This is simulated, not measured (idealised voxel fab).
voxel transistor to metal: a process module
This is section cut - it's 185 nm across, gridded in 5 nm square cells.
Square cells in a grid make up a cross-section in this document, and the grid is given as bands, listed from the top down, each one or more rows of cells. In this notation a band is specified by the heights of its top and bottom, in that order and in nm, after which its materials appear from left to right, each paired with its width in nm. The word "everywhere" attached to a single material means that material fills the band from edge to edge; the word "blank" stands for empty space. Measure heights from 0. That's the level where, below it, the as-received wafer is all one material. The lowest band is bottomless and extends downward; write it as in "0 nm and below". It should be noted that a width expressed as "30..40" varies in equal increments from row to row of cells within the band, taking the value of the first number at the top row and that of the second number at the bottom row. "identical to before" means the step left every cell of the cross-section as it was. The entry titled "Enclosed cavity list" provides the empty spaces that have no open way to the top, restricted to those of 8 cells or more. Each is presented as width x height at distance, the distance being measured from the left edge, with all three in nm. Step line, after settings: the simulator's comment on this step. overlay nm: how far to the right of its planned place the mask lay on this masked step (negative: to the left). Pairs, read this way: before one process step on the one hand, after it on the other, the after cross-section ending at the lowest band that changed; the step between, settings included, beneath. Same starting wafer throughout, but possibly different runs of this module, so no pair continues from the pair above unless its entry headed "Geometry before processing" says so.
### Geometry before processing
- 135 nm to 115 nm | 45 resist; 15 blank; 60 resist; 15 blank; 50 resist
- 115 nm to 100 nm | 45 aC; 15 blank; 60 aC; 15 blank; 50 aC
- 100 nm to 95 nm | SiCN everywhere
- 95 nm to 70 nm | SiO2 everywhere
- 70 nm to 50 nm | 45 SiO2; 5 TiN; 5 Cu; 5 TiN; 60 SiO2; 5 TiN; 5 Cu; 5 TiN; 50 SiO2
- 50 nm to 45 nm | 45 SiN; 15 TiN; 60 SiN; 15 TiN; 50 SiN
- 45 nm to 35 nm | 45 SiO2; 5 TiN; 20..15 W; 5..10 TiN; 30 SiO2; 5..10 TiN; 20..15 W; 5 TiN; 50 SiO2
- 35 nm to 25 nm | 45 SiO2; 5 TiN; 15 W; 5 TiN; 10 SiN; 20 SiCN; 10 SiN; 5 TiN; 15 W; 5 TiN; 50 SiO2
- 25 nm to 15 nm | 45 SiO2; 5 TiN; 15 W; 5 TiN; 10 SiN; 20 polySi; 10 SiN; 5 TiN; 15 W; 5 TiN; 50 SiO2
- 15 nm to 10 nm | 45 SiO2; 25 TiN; 10 SiN; 20 polySi; 10 SiN; 25 TiN; 50 SiO2
- 10 nm to 0 nm | 45 SiO2; 10 TiN; 15 SiGe; 10 SiN; 20 polySi; 10 SiN; 15 SiGe; 10 TiN; 50 SiO2
- 0 nm to -5 nm | 35 SiO2; 35 SiGe; 40 SiO2; 35 SiGe; 40 SiO2
- -5 nm to -15 nm | 40 SiO2; 30 SiGe; 40 Si; 30 SiGe; 45 SiO2
- -15 nm to -30 nm | 40 SiO2; 100 Si; 45 SiO2
- -30 nm and below | Si everywhere
- Enclosed cavity list: none
### Sectional Result
- 115 nm to 100 nm | 45 aC; 15 blank; 60 aC; 15 blank; 50 aC
- Below 100 it's all the same as before, nothing changed down there.
- Enclosed cavity list: none
Which operation lies between the before and after views above? STRIP, etch materials resist
Geometry before processing: carried over from the after image of the pair right above.
### Sectional Result
- 115 nm to 100 nm | 45 aC; 15 blank; 60 aC; 15 blank; 50 aC
- 100 nm to 95 nm | 45 SiCN; 15 blank; 60 SiCN; 15 blank; 50 SiCN
- Below 95 it's all the same as before, nothing changed down there.
- Enclosed cavity list: none
Which operation lies between the before and after views above? DIRECTIONAL_ETCH, etch materials SiCN, depth nm 5
Geometry before processing: carried over from the after image of the pair right above.
### Sectional Result
- 100 nm to 95 nm | 45 SiCN; 15 blank; 60 SiCN; 15 blank; 50 SiCN
- Below 95 it's all the same as before, nothing changed down there.
- Enclosed cavity list: none
Which operation lies between the before and after views above? STRIP, etch materials aC
Geometry before processing: carried over from the after image of the pair right above.
### Sectional Result
- 105 nm to 100 nm | 50 TiN; 5 blank; 70 TiN; 5 blank; 55 TiN
- 100 nm to 95 nm | 45 SiCN; 15 TiN; 60 SiCN; 15 TiN; 50 SiCN
- Below 95 it's all the same as before, nothing changed down there.
- Enclosed cavity list: none
Which operation lies between the before and after views above? CONFORMAL_DEP, material TiN, thk nm 5
Geometry before processing: carried over from the after image of the pair right above.
### Sectional Result
- 115 nm to 105 nm | Cu everywhere
- 105 nm to 100 nm | 50 TiN; 5 Cu; 70 TiN; 5 Cu; 55 TiN
- Below 100 it's all the same as before, nothing changed down there.
- Enclosed cavity list: none
Which operation lies between the before and after views above? FILL_DEP, material Cu, thk nm 10
Geometry before processing: carried over from the after image of the pair right above.
### Sectional Result
- 100 nm to 95 nm | 45 SiCN; 15 TiN; 60 SiCN; 15 TiN; 50 SiCN
- Below 95 it's all the same as before, nothing changed down there.
- Enclosed cavity list: none
Which operation lies between the before and after views above? CMP, height nm 100
Geometry before processing: carried over from the after image of the pair right above.
### Sectional Result
- 105 nm to 100 nm | SiN everywhere
- Below 100 it's all the same as before, nothing changed down there.
- Enclosed cavity list: none
Which operation lies between the before and after views above? CONFORMAL_DEP, material SiN, thk nm 5
### Geometry before processing
- 35 nm to 25 nm | 70 blank; 10 SiN; 20 SiCN; 10 SiN; 75 blank
- 25 nm to 0 nm | 70 blank; 10 SiN; 20 polySi; 10 SiN; 75 blank
- 0 nm to -5 nm | 70 blank; 40 SiO2; 75 blank
- -5 nm to -30 nm | 40 SiO2; 100 Si; 45 SiO2
- -30 nm and below | Si everywhere
- Enclosed cavity list: none
### Sectional Result
- 35 nm to 25 nm | 70 blank; 10 SiN; 20 SiCN; 10 SiN; 75 blank
- 25 nm to 0 nm | 70 blank; 10 SiN; 20 polySi; 10 SiN; 75 blank
- 0 nm to -5 nm | 70 blank; 40 SiO2; 75 blank
- -5 nm to -20 nm | 40 SiO2; 30 blank; 40 Si; 30 blank; 45 SiO2
- Below -20 it's all the same as before, nothing changed down there.
- Enclosed cavity list: none
Which operation lies between the before and after views above? DIRECTIONAL_ETCH, etch materials Si, depth nm 15
Geometry before processing: carried over from the after image of the pair right above.
### Sectional Result
- 35 nm to 25 nm | 70 blank; 10 SiN; 20 SiCN; 10 SiN; 75 blank
- 25 nm to 10 nm | 70 blank; 10 SiN; 20 polySi; 10 SiN; 75 blank
- 10 nm to 0 nm | 55 blank; 15 SiGe; 10 SiN; 20 polySi; 10 SiN; 15 SiGe; 60 blank
- 0 nm to -5 nm | 55 blank; 15 SiGe; 40 SiO2; 15 SiGe; 60 blank
- -5 nm to -20 nm | 40 SiO2; 30 SiGe; 40 Si; 30 SiGe; 45 SiO2
- Below -20 it's all the same as before, nothing changed down there.
- Enclosed cavity list: none
Which operation lies between the before and after views above? EPI, material SiGe, thk nm 15
Geometry before processing: carried over from the after image of the pair right above.
### Sectional Result
- 40 nm to 35 nm | SiO2 everywhere
- 35 nm to 25 nm | 70 SiO2; 10 SiN; 20 SiCN; 10 SiN; 75 SiO2
- 25 nm to 10 nm | 70 SiO2; 10 SiN; 20 polySi; 10 SiN; 75 SiO2
- 10 nm to 0 nm | 55 SiO2; 15 SiGe; 10 SiN; 20 polySi; 10 SiN; 15 SiGe; 60 SiO2
- 0 nm to -5 nm | 55 SiO2; 15 SiGe; 40 SiO2; 15 SiGe; 60 SiO2
- Below -5 it's all the same as before, nothing changed down there.
- Enclosed cavity list: none
Which operation lies between the before and after views above? FILL_DEP, material SiO2, thk nm 5
Geometry before processing: carried over from the after image of the pair right above.
### Sectional Result
- 35 nm to 25 nm | 70 SiO2; 10 SiN; 20 SiCN; 10 SiN; 75 SiO2
- Below 25 it's all the same as before, nothing changed down there.
- Enclosed cavity list: none
Which operation lies between the before and after views above? CMP, height nm 35
Geometry before processing: carried over from the after image of the pair right above.
### Sectional Result
- 45 nm to 35 nm | SiO2 everywhere
- Below 35 it's all the same as before, nothing changed down there.
- Enclosed cavity list: none
Which operation lies between the before and after views above? DIRECTIONAL_DEP, material SiO2, thk nm 10
Geometry before processing: carried over from the after image of the pair right above.
### Sectional Result
- 60 nm to 45 nm | 45 resist; 30 blank; 30 resist; 30 blank; 50 resist
- Below 45 it's all the same as before, nothing changed down there.
- Enclosed cavity list: none
Which operation lies between the before and after views above? PATTERN, tone open, mask id CONTACT, material resist, width nm 30, pitch nm 60, thk nm 15, overlay nm 0
Geometry before processing: carried over from the after image of the pair right above.
### Sectional Result
- 60 nm to 45 nm | 45 resist; 30 blank; 30 resist; 30 blank; 50 resist
- 45 nm to 35 nm | 45 SiO2; 30 blank; 30 SiO2; 30 blank; 50 SiO2
- 35 nm to 25 nm | 45 SiO2; 25 blank; 10 SiN; 20 SiCN; 10 SiN; 25 blank; 50 SiO2
- 25 nm to 10 nm | 45 SiO2; 25 blank; 10 SiN; 20 polySi; 10 SiN; 25 blank; 50 SiO2
- 10 nm to 0 nm | 45 SiO2; 10 blank; 15 SiGe; 10 SiN; 20 polySi; 10 SiN; 15 SiGe; 10 blank; 50 SiO2
- Below 0 it's all the same as before, nothing changed down there.
- Enclosed cavity list: none
Which operation lies between the before and after views above? DIRECTIONAL_ETCH, etch materials SiO2, depth nm 45
Geometry before processing: carried over from the after image of the pair right above.
### Sectional Result
- 45 nm to 35 nm | 45 SiO2; 30 blank; 30 SiO2; 30 blank; 50 SiO2
- Below 35 it's all the same as before, nothing changed down there.
- Enclosed cavity list: none
Which operation lies between the before and after views above? STRIP, etch materials resist
Geometry before processing: carried over from the after image of the pair right above.
### Sectional Result
- 50 nm to 45 nm | 50 TiN; 20 blank; 40 TiN; 20 blank; 55 TiN
- 45 nm to 35 nm | 45 SiO2; 5 TiN; 20..15 blank; 5..10 TiN; 30 SiO2; 5..10 TiN; 20..15 blank; 5 TiN; 50 SiO2
- 35 nm to 25 nm | 45 SiO2; 5 TiN; 15 blank; 5 TiN; 10 SiN; 20 SiCN; 10 SiN; 5 TiN; 15 blank; 5 TiN; 50 SiO2
- 25 nm to 15 nm | 45 SiO2; 5 TiN; 15 blank; 5 TiN; 10 SiN; 20 polySi; 10 SiN; 5 TiN; 15 blank; 5 TiN; 50 SiO2
- 15 nm to 10 nm | 45 SiO2; 25 TiN; 10 SiN; 20 polySi; 10 SiN; 25 TiN; 50 SiO2
- 10 nm to 0 nm | 45 SiO2; 10 TiN; 15 SiGe; 10 SiN; 20 polySi; 10 SiN; 15 SiGe; 10 TiN; 50 SiO2
- Below 0 it's all the same as before, nothing changed down there.
- Enclosed cavity list: none
Which operation lies between the before and after views above? CONFORMAL_DEP, material TiN, thk nm 5
Geometry before processing: carried over from the after image of the pair right above.
### Sectional Result
- 60 nm to 50 nm | W everywhere
- 50 nm to 45 nm | 50 TiN; 20 W; 40 TiN; 20 W; 55 TiN
- 45 nm to 35 nm | 45 SiO2; 5 TiN; 20..15 W; 5..10 TiN; 30 SiO2; 5..10 TiN; 20..15 W; 5 TiN; 50 SiO2
- 35 nm to 25 nm | 45 SiO2; 5 TiN; 15 W; 5 TiN; 10 SiN; 20 SiCN; 10 SiN; 5 TiN; 15 W; 5 TiN; 50 SiO2
- 25 nm to 15 nm | 45 SiO2; 5 TiN; 15 W; 5 TiN; 10 SiN; 20 polySi; 10 SiN; 5 TiN; 15 W; 5 TiN; 50 SiO2
- Below 15 it's all the same as before, nothing changed down there.
- Enclosed cavity list: none
Which operation lies between the before and after views above? FILL_DEP, material W, thk nm 10
Geometry before processing: carried over from the after image of the pair right above.
### Sectional Result
- 45 nm to 35 nm | 45 SiO2; 5 TiN; 20..15 W; 5..10 TiN; 30 SiO2; 5..10 TiN; 20..15 W; 5 TiN; 50 SiO2
- Below 35 it's all the same as before, nothing changed down there.
- Enclosed cavity list: none
Which operation lies between the before and after views above? CMP, height nm 45
Geometry before processing: carried over from the after image of the pair right above.
### Sectional Result
- 50 nm to 45 nm | SiN everywhere
- Below 45 it's all the same as before, nothing changed down there.
- Enclosed cavity list: none
Which operation lies between the before and after views above? CONFORMAL_DEP, material SiN, thk nm 5
Geometry before processing: carried over from the after image of the pair right above.
### Sectional Result
- 70 nm to 50 nm | SiO2 everywhere
- Below 50 it's all the same as before, nothing changed down there.
- Enclosed cavity list: none
Which operation lies between the before and after views above? DIRECTIONAL_DEP, material SiO2, thk nm 20
Geometry before processing: carried over from the after image of the pair right above.
### Sectional Result
- 70 nm to 50 nm | 45 SiO2; 15 blank; 60 SiO2; 15 blank; 50 SiO2
- Below 50 it's all the same as before, nothing changed down there.
- Enclosed cavity list: none
Which operation lies between the before and after views above? MASKED_ETCH, tone open, mask id METAL_1, width nm 15, pitch nm 75, etch materials SiO2, depth nm 20, overlay nm 0
Geometry before processing: carried over from the after image of the pair right above.
### Sectional Result
- 70 nm to 50 nm | 45 SiO2; 15 blank; 60 SiO2; 15 blank; 50 SiO2
- 50 nm to 45 nm | 45 SiN; 15 blank; 60 SiN; 15 blank; 50 SiN
- Below 45 it's all the same as before, nothing changed down there.
- Enclosed cavity list: none
Which operation lies between the before and after views above? MASKED_ETCH, tone open, mask id METAL_1, width nm 15, pitch nm 75, etch materials SiN, depth nm 5, overlay nm 0
Geometry before processing: carried over from the after image of the pair right above.
### Sectional Result
- 75 nm to 70 nm | 50 TiN; 5 blank; 70 TiN; 5 blank; 55 TiN
- 70 nm to 50 nm | 45 SiO2; 5 TiN; 5 blank; 5 TiN; 60 SiO2; 5 TiN; 5 blank; 5 TiN; 50 SiO2
- 50 nm to 45 nm | 45 SiN; 15 TiN; 60 SiN; 15 TiN; 50 SiN
- Below 45 it's all the same as before, nothing changed down there.
- Enclosed cavity list: none
Which operation lies between the before and after views above? CONFORMAL_DEP, material TiN, thk nm 5
Geometry before processing: carried over from the after image of the pair right above.
### Sectional Result
- 85 nm to 75 nm | Cu everywhere
- 75 nm to 70 nm | 50 TiN; 5 Cu; 70 TiN; 5 Cu; 55 TiN
- 70 nm to 50 nm | 45 SiO2; 5 TiN; 5 Cu; 5 TiN; 60 SiO2; 5 TiN; 5 Cu; 5 TiN; 50 SiO2
- Below 50 it's all the same as before, nothing changed down there.
- Enclosed cavity list: none
Which operation lies between the before and after views above? FILL_DEP, material Cu, thk nm 10
Geometry before processing: carried over from the after image of the pair right above.
### Sectional Result
- 70 nm to 50 nm | 45 SiO2; 5 TiN; 5 Cu; 5 TiN; 60 SiO2; 5 TiN; 5 Cu; 5 TiN; 50 SiO2
- Below 50 it's all the same as before, nothing changed down there.
- Enclosed cavity list: none
Which operation lies between the before and after views above? CMP, height nm 70
Geometry before processing: carried over from the after image of the pair right above.
### Sectional Result
- 75 nm to 70 nm | SiCN everywhere
- Below 70 it's all the same as before, nothing changed down there.
- Enclosed cavity list: none
Which operation lies between the before and after views above? CONFORMAL_DEP, material SiCN, thk nm 5
Geometry before processing: carried over from the after image of the pair right above.
### Sectional Result
- 100 nm to 75 nm | SiO2 everywhere
- Below 75 it's all the same as before, nothing changed down there.
- Enclosed cavity list: none
Which operation lies between the before and after views above? DIRECTIONAL_DEP, material SiO2, thk nm 25
Geometry before processing: carried over from the after image of the pair right above.
### Sectional Result
- 115 nm to 100 nm | 45 resist; 15 blank; 60 resist; 15 blank; 50 resist
- Below 100 it's all the same as before, nothing changed down there.
- Enclosed cavity list: none
Which operation lies between the before and after views above? PATTERN, tone open, mask id METAL_2, material resist, width nm 15, pitch nm 75, thk nm 15, overlay nm 0
Geometry before processing: carried over from the after image of the pair right above.
### Sectional Result
- 115 nm to 100 nm | 45 resist; 15 blank; 60 resist; 15 blank; 50 resist
- 100 nm to 85 nm | 45 SiO2; 15 blank; 60 SiO2; 15 blank; 50 SiO2
- Below 85 it's all the same as before, nothing changed down there.
- Enclosed cavity list: none
Which operation lies between the before and after views above? DIRECTIONAL_ETCH, etch materials SiO2, depth nm 15
Geometry before processing: carried over from the after image of the pair right above.
### Sectional Result
- 100 nm to 85 nm | 45 SiO2; 15 blank; 60 SiO2; 15 blank; 50 SiO2
- Below 85 it's all the same as before, nothing changed down there.
- Enclosed cavity list: none
Which operation lies between the before and after views above? STRIP, etch materials resist
Geometry before processing: carried over from the after image of the pair right above.
### Sectional Result
- 115 nm to 100 nm | 45 aC; 15 blank; 60 aC; 15 blank; 50 aC
- 100 nm to 85 nm | 45 SiO2; 15 aC; 60 SiO2; 15 aC; 50 SiO2
- Below 85 it's all the same as before, nothing changed down there.
- Enclosed cavity list: none
Which operation lies between the before and after views above? DIRECTIONAL_DEP, material aC, thk nm 15
Geometry before processing: carried over from the after image of the pair right above.
### Sectional Result
- 150 nm to 115 nm | 45 resist; 15 blank; 60 resist; 15 blank; 50 resist
- Below 115 it's all the same as before, nothing changed down there.
- Enclosed cavity list: none
Which operation lies between the before and after views above? PATTERN, tone open, mask id METAL_2_HOLES, material resist, width nm 15, pitch nm 75, thk nm 35, overlay nm 0
Geometry before processing: carried over from the after image of the pair right above.
### Sectional Result
- 135 nm to 115 nm | 45 resist; 15 blank; 60 resist; 15 blank; 50 resist
- 115 nm to 100 nm | 45 aC; 15 blank; 60 aC; 15 blank; 50 aC
- 100 nm to 85 nm | 45 SiO2; 15 blank; 60 SiO2; 15 blank; 50 SiO2
- Below 85 it's all the same as before, nothing changed down there.
- Enclosed cavity list: none
Which operation lies between the before and after views above? DIRECTIONAL_ETCH, etch materials aC, depth nm 15
Geometry before processing: carried over from the after image of the pair right above.
### Sectional Result
- 115 nm to 100 nm | 45 aC; 15 blank; 60 aC; 15 blank; 50 aC
- Below 100 it's all the same as before, nothing changed down there.
- Enclosed cavity list: none
Which operation lies between the before and after views above? STRIP, etch materials resist
Geometry before processing: carried over from the after image of the pair right above.
### Sectional Result
- 115 nm to 100 nm | 45 aC; 15 blank; 60 aC; 15 blank; 50 aC
- 100 nm to 75 nm | 45 SiO2; 15 blank; 60 SiO2; 15 blank; 50 SiO2
- Below 75 it's all the same as before, nothing changed down there.
- Enclosed cavity list: none
Which operation lies between the before and after views above? DIRECTIONAL_ETCH, etch materials SiO2, depth nm 10
Geometry before processing: carried over from the after image of the pair right above.
### Sectional Result
- 115 nm to 100 nm | 45 aC; 15 blank; 60 aC; 15 blank; 50 aC
- 100 nm to 75 nm | 45 SiO2; 15 blank; 60 SiO2; 15 blank; 50 SiO2
- 75 nm to 70 nm | 45 SiCN; 15 blank; 60 SiCN; 15 blank; 50 SiCN
- Below 70 it's all the same as before, nothing changed down there.
- Enclosed cavity list: none
Which operation lies between the before and after views above? DIRECTIONAL_ETCH, etch materials SiCN, depth nm 5
Geometry before processing: carried over from the after image of the pair right above.
### Sectional Result
- 100 nm to 75 nm | 45 SiO2; 15 blank; 60 SiO2; 15 blank; 50 SiO2
- Below 75 it's all the same as before, nothing changed down there.
- Enclosed cavity list: none
Which operation lies between the before and after views above? STRIP, etch materials aC
Geometry before processing: carried over from the after image of the pair right above.
### Sectional Result
- 105 nm to 100 nm | 50 TiN; 5 blank; 70 TiN; 5 blank; 55 TiN
- 100 nm to 75 nm | 45 SiO2; 5 TiN; 5 blank; 5 TiN; 60 SiO2; 5 TiN; 5 blank; 5 TiN; 50 SiO2
- 75 nm to 70 nm | 45 SiCN; 15 TiN; 60 SiCN; 15 TiN; 50 SiCN
- Below 70 it's all the same as before, nothing changed down there.
- Enclosed cavity list: none
Which operation lies between the before and after views above? CONFORMAL_DEP, material TiN, thk nm 5
Geometry before processing: carried over from the after image of the pair right above.
### Sectional Result
- 115 nm to 105 nm | Cu everywhere
- 105 nm to 100 nm | 50 TiN; 5 Cu; 70 TiN; 5 Cu; 55 TiN
- 100 nm to 75 nm | 45 SiO2; 5 TiN; 5 Cu; 5 TiN; 60 SiO2; 5 TiN; 5 Cu; 5 TiN; 50 SiO2
- Below 75 it's all the same as before, nothing changed down there.
- Enclosed cavity list: none
Which operation lies between the before and after views above? FILL_DEP, material Cu, thk nm 10
Geometry before processing: carried over from the after image of the pair right above.
### Sectional Result
- 100 nm to 75 nm | 45 SiO2; 5 TiN; 5 Cu; 5 TiN; 60 SiO2; 5 TiN; 5 Cu; 5 TiN; 50 SiO2
- Below 75 it's all the same as before, nothing changed down there.
- Enclosed cavity list: none
Which operation lies between the before and after views above? CMP, height nm 100
Geometry before processing: carried over from the after image of the pair right above.
### Sectional Result
- 105 nm to 100 nm | SiN everywhere
- Below 100 it's all the same as before, nothing changed down there.
- Enclosed cavity list: none
Which operation lies between the before and after views above? CONFORMAL_DEP, material SiN, thk nm 5
### Geometry before processing
- 50 nm to 35 nm | aC everywhere
- 35 nm to 25 nm | SiCN everywhere
- 25 nm to 0 nm | polySi everywhere
- 0 nm to -5 nm | SiO2 everywhere
- -5 nm to -30 nm | 40 SiO2; 100 Si; 45 SiO2
- -30 nm and below | Si everywhere
- Enclosed cavity list: none
### Sectional Result
- 85 nm to 50 nm | 75 blank; 30 resist; 80 blank
- Below 50 it's all the same as before, nothing changed down there.
- Enclosed cavity list: none
Which operation lies between the before and after views above? PATTERN, tone cover, mask id GATE, material resist, width nm 30, thk nm 35, overlay nm 0
Geometry before processing: carried over from the after image of the pair right above.
### Sectional Result
- 70 nm to 50 nm | 75 blank; 30 resist; 80 blank
- 50 nm to 35 nm | 75 blank; 30 aC; 80 blank
- Below 35 it's all the same as before, nothing changed down there.
- Enclosed cavity list: none
Which operation lies between the before and after views above? DIRECTIONAL_ETCH, etch materials aC, depth nm 15
Geometry before processing: carried over from the after image of the pair right above.
### Sectional Result
- 50 nm to 35 nm | 75 blank; 30 aC; 80 blank
- Below 35 it's all the same as before, nothing changed down there.
- Enclosed cavity list: none
Which operation lies between the before and after views above? STRIP, etch materials resist
Geometry before processing: carried over from the after image of the pair right above.
### Sectional Result
- 50 nm to 35 nm | 75 blank; 30 aC; 80 blank
- 35 nm to 25 nm | 75 blank; 30 SiCN; 80 blank
- Below 25 it's all the same as before, nothing changed down there.
- Enclosed cavity list: none
Which operation lies between the before and after views above? DIRECTIONAL_ETCH, etch materials SiCN, depth nm 20
Geometry before processing: carried over from the after image of the pair right above.
### Sectional Result
- 50 nm to 35 nm | 75 blank; 30 aC; 80 blank
- 35 nm to 25 nm | 75 blank; 30 SiCN; 80 blank
- 25 nm to 0 nm | 75 blank; 30 polySi; 80 blank
- Below 0 it's all the same as before, nothing changed down there.
- Enclosed cavity list: none
Which operation lies between the before and after views above? DIRECTIONAL_ETCH, etch materials polySi, depth nm 35
Geometry before processing: carried over from the after image of the pair right above.
### Sectional Result
- 35 nm to 25 nm | 75 blank; 30 SiCN; 80 blank
- Below 25 it's all the same as before, nothing changed down there.
- Enclosed cavity list: none
Which operation lies between the before and after views above? STRIP, etch materials aC
Geometry before processing: carried over from the after image of the pair right above.
### Sectional Result
- 45 nm to 35 nm | 65 blank; 50 SiN; 70 blank
- 35 nm to 25 nm | 65 blank; 10 SiN; 30 SiCN; 10 SiN; 70 blank
- 25 nm to 10 nm | 65 blank; 10 SiN; 30 polySi; 10 SiN; 70 blank
- 10 nm to 0 nm | 75 SiN; 30 polySi; 80 SiN
- Below 0 it's all the same as before, nothing changed down there.
- Enclosed cavity list: none
Which operation lies between the before and after views above? CONFORMAL_DEP, material SiN, thk nm 10
Geometry before processing: carried over from the after image of the pair right above.
### Sectional Result
- 35 nm to 25 nm | 65 blank; 10 SiN; 30 SiCN; 10 SiN; 70 blank
- 25 nm to 0 nm | 65 blank; 10 SiN; 30 polySi; 10 SiN; 70 blank
- Below 0 it's all the same as before, nothing changed down there.
- Enclosed cavity list: none
Which operation lies between the before and after views above? DIRECTIONAL_ETCH, etch materials SiN, depth nm 10
Geometry before processing: carried over from the after image of the pair right above.
### Sectional Result
- 35 nm to 25 nm | 65 blank; 10 SiN; 30 SiCN; 10 SiN; 70 blank
- 25 nm to 0 nm | 65 blank; 10 SiN; 30 polySi; 10 SiN; 70 blank
- 0 nm to -5 nm | 65 blank; 50 SiO2; 70 blank
- Below -5 it's all the same as before, nothing changed down there.
- Enclosed cavity list: none
Which operation lies between the before and after views above? DIRECTIONAL_ETCH, etch materials SiO2, depth nm 5
Geometry before processing: carried over from the after image of the pair right above.
### Sectional Result
- 35 nm to 25 nm | 65 blank; 10 SiN; 30 SiCN; 10 SiN; 70 blank
- 25 nm to 0 nm | 65 blank; 10 SiN; 30 polySi; 10 SiN; 70 blank
- 0 nm to -5 nm | 65 blank; 50 SiO2; 70 blank
- -5 nm to -15 nm | 40 SiO2; 25 blank; 50 Si; 25 blank; 45 SiO2
- Below -15 it's all the same as before, nothing changed down there.
- Enclosed cavity list: none
Which operation lies between the before and after views above? DIRECTIONAL_ETCH, etch materials Si, depth nm 10
Geometry before processing: carried over from the after image of the pair right above.
### Sectional Result
- 35 nm to 25 nm | 65 blank; 10 SiN; 30 SiCN; 10 SiN; 70 blank
- 25 nm to 10 nm | 65 blank; 10 SiN; 30 polySi; 10 SiN; 70 blank
- 10 nm to 0 nm | 50 blank; 15 SiGe; 10 SiN; 30 polySi; 10 SiN; 15 SiGe; 55 blank
- 0 nm to -5 nm | 35 blank; 30 SiGe; 50 SiO2; 30 SiGe; 40 blank
- -5 nm to -15 nm | 40 SiO2; 25 SiGe; 50 Si; 25 SiGe; 45 SiO2
- Below -15 it's all the same as before, nothing changed down there.
- Enclosed cavity list: none
Which operation lies between the before and after views above? EPI, material SiGe, thk nm 15
Geometry before processing: carried over from the after image of the pair right above.
### Sectional Result
- 40 nm to 35 nm | SiO2 everywhere
- 35 nm to 25 nm | 65 SiO2; 10 SiN; 30 SiCN; 10 SiN; 70 SiO2
- 25 nm to 10 nm | 65 SiO2; 10 SiN; 30 polySi; 10 SiN; 70 SiO2
- 10 nm to 0 nm | 50 SiO2; 15 SiGe; 10 SiN; 30 polySi; 10 SiN; 15 SiGe; 55 SiO2
- 0 nm to -5 nm | 35 SiO2; 30 SiGe; 50 SiO2; 30 SiGe; 40 SiO2
- Below -5 it's all the same as before, nothing changed down there.
- Enclosed cavity list: none
Which operation lies between the before and after views above? FILL_DEP, material SiO2, thk nm 5
Geometry before processing: carried over from the after image of the pair right above.
### Sectional Result
- 35 nm to 25 nm | 65 SiO2; 10 SiN; 30 SiCN; 10 SiN; 70 SiO2
- Below 25 it's all the same as before, nothing changed down there.
- Enclosed cavity list: none
Which operation lies between the before and after views above? CMP, height nm 35
Geometry before processing: carried over from the after image of the pair right above.
### Sectional Result
- 45 nm to 35 nm | SiO2 everywhere
- Below 35 it's all the same as before, nothing changed down there.
- Enclosed cavity list: none
Which operation lies between the before and after views above? DIRECTIONAL_DEP, material SiO2, thk nm 10
Geometry before processing: carried over from the after image of the pair right above.
### Sectional Result
- 60 nm to 45 nm | 45 resist; 30 blank; 30 resist; 30 blank; 50 resist
- Below 45 it's all the same as before, nothing changed down there.
- Enclosed cavity list: none
Which operation lies between the before and after views above? PATTERN, tone open, mask id CONTACT, material resist, width nm 30, pitch nm 60, thk nm 15, overlay nm 0
Geometry before processing: carried over from the after image of the pair right above.
### Sectional Result
- 60 nm to 45 nm | 45 resist; 30 blank; 30 resist; 30 blank; 50 resist
- 45 nm to 35 nm | 45 SiO2; 30 blank; 30 SiO2; 30 blank; 50 SiO2
- 35 nm to 25 nm | 45 SiO2; 20 blank; 10 SiN; 30 SiCN; 10 SiN; 20 blank; 50 SiO2
- 25 nm to 10 nm | 45 SiO2; 20 blank; 10 SiN; 30 polySi; 10 SiN; 20 blank; 50 SiO2
- 10 nm to 0 nm | 45 SiO2; 5 blank; 15 SiGe; 10 SiN; 30 polySi; 10 SiN; 15 SiGe; 5 blank; 50 SiO2
- Below 0 it's all the same as before, nothing changed down there.
- Enclosed cavity list: none
Which operation lies between the before and after views above? DIRECTIONAL_ETCH, etch materials SiO2, depth nm 45
Geometry before processing: carried over from the after image of the pair right above.
### Sectional Result
- 45 nm to 35 nm | 45 SiO2; 30 blank; 30 SiO2; 30 blank; 50 SiO2
- Below 35 it's all the same as before, nothing changed down there.
- Enclosed cavity list: none
Which operation lies between the before and after views above? STRIP, etch materials resist
Geometry before processing: carried over from the after image of the pair right above.
### Sectional Result
- 50 nm to 45 nm | 50 TiN; 20 blank; 40 TiN; 20 blank; 55 TiN
- 45 nm to 35 nm | 45 SiO2; 5 TiN; 20..10 blank; 5..15 TiN; 30 SiO2; 5..15 TiN; 20..10 blank; 5 TiN; 50 SiO2
- 35 nm to 25 nm | 45 SiO2; 5 TiN; 10 blank; 5 TiN; 10 SiN; 30 SiCN; 10 SiN; 5 TiN; 10 blank; 5 TiN; 50 SiO2
- 25 nm to 15 nm | 45 SiO2; 5 TiN; 10 blank; 5 TiN; 10 SiN; 30 polySi; 10 SiN; 5 TiN; 10 blank; 5 TiN; 50 SiO2
- 15 nm to 10 nm | 45 SiO2; 20 TiN; 10 SiN; 30 polySi; 10 SiN; 20 TiN; 50 SiO2
- 10 nm to 0 nm | 45 SiO2; 5 TiN; 15 SiGe; 10 SiN; 30 polySi; 10 SiN; 15 SiGe; 5 TiN; 50 SiO2
- Below 0 it's all the same as before, nothing changed down there.
- Enclosed cavity list: none
Which operation lies between the before and after views above? CONFORMAL_DEP, material TiN, thk nm 5
Geometry before processing: carried over from the after image of the pair right above.
### Sectional Result
- 60 nm to 50 nm | W everywhere
- 50 nm to 45 nm | 50 TiN; 20 W; 40 TiN; 20 W; 55 TiN
- 45 nm to 35 nm | 45 SiO2; 5 TiN; 20..10 W; 5..15 TiN; 30 SiO2; 5..15 TiN; 20..10 W; 5 TiN; 50 SiO2
- 35 nm to 25 nm | 45 SiO2; 5 TiN; 10 W; 5 TiN; 10 SiN; 30 SiCN; 10 SiN; 5 TiN; 10 W; 5 TiN; 50 SiO2
- 25 nm to 15 nm | 45 SiO2; 5 TiN; 10 W; 5 TiN; 10 SiN; 30 polySi; 10 SiN; 5 TiN; 10 W; 5 TiN; 50 SiO2
- Below 15 it's all the same as before, nothing changed down there.
- Enclosed cavity list: none
Which operation lies between the before and after views above? FILL_DEP, material W, thk nm 10
Geometry before processing: carried over from the after image of the pair right above.
### Sectional Result
- 45 nm to 35 nm | 45 SiO2; 5 TiN; 20..10 W; 5..15 TiN; 30 SiO2; 5..15 TiN; 20..10 W; 5 TiN; 50 SiO2
- Below 35 it's all the same as before, nothing changed down there.
- Enclosed cavity list: none
Which operation lies between the before and after views above? CMP, height nm 45
Geometry before processing: carried over from the after image of the pair right above.
### Sectional Result
- 50 nm to 45 nm | SiN everywhere
- Below 45 it's all the same as before, nothing changed down there.
- Enclosed cavity list: none
Which operation lies between the before and after views above? CONFORMAL_DEP, material SiN, thk nm 5
